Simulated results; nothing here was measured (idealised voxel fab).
Process module, titled voxel fin reveal
Section cut is 290 nm wide and gridded with 5 nm square cells.
Each cross-section below is a grid of square cells, stated as bands in top-down order, with one or more rows of cells making up each band. Heads up on the band format: heights come first, top then bottom, in nm. After that it's the materials left to right, each with its width in nm. A single material flagged "throughout" fills the whole band edge to edge, and "blank" means there's empty space there. Convention: height 0 is the level below which the wafer, as received, is all one material. The lowest band does not terminate at the bottom but continues downward, represented as "0 nm and below". A width such as "30->40" changes by the same amount from each row of cells to the next, from the band's top row to its bottom row. The cross-section has no changed cell in any step marked "identical to before". You'll see "Closed void catalog" listing empty spaces that have no way open to the top, as long as they're 8 cells or more; the notation is width x height at distance, where the distance is from the left edge, and all of it is in nm. It should be noted that, on the line of a given step, the content following the step's settings is a remark produced by the simulator itself with respect to that step. overlay nm: right-of-plan distance of the mask on a masked step; negative values mean left-of-plan.

# Process steps - plan
1: RECEIVE: material Si
2: CONFORMAL_DEP: material SiN, thk nm 5
3: MASKED_ETCH: tone cover, mask id FINS, width nm 15, pitch nm 45, etch materials SiN, depth nm 5, overlay nm 0
4: MASKED_ETCH: tone cover, mask id FINS, width nm 15, pitch nm 45, etch materials Si, depth nm 40, overlay nm 0
5: FILL_DEP: material SiO2, thk nm 10
6: CMP: height nm 5
7: SELECTIVE_ETCH: etch materials SiO2, depth nm 20
8: STRIP: etch materials SiN
9: CONFORMAL_DEP: material HfO2, thk nm 5

# Here's what the wafer looked like in cross-section when it arrived - that's after step 1
    0 nm and below = Si throughout
    Closed void catalog: none

# What the wafer looks like in cross-section after this module, when it starts as shown above and follows the plan above but one mistake is made in running it
    0 nm to -15 nm = blank=70  Si=15  blank=30  Si=15  blank=30  Si=15  blank=30  Si=15  blank=70
    -15 nm to -40 nm = SiO2=70  Si=15  SiO2=30  Si=15  SiO2=30  Si=15  SiO2=30  Si=15  SiO2=70
    -40 nm and below = Si throughout
    Closed void catalog: none
Nonconformance to the process plan: no execution of plan step 9; skipped
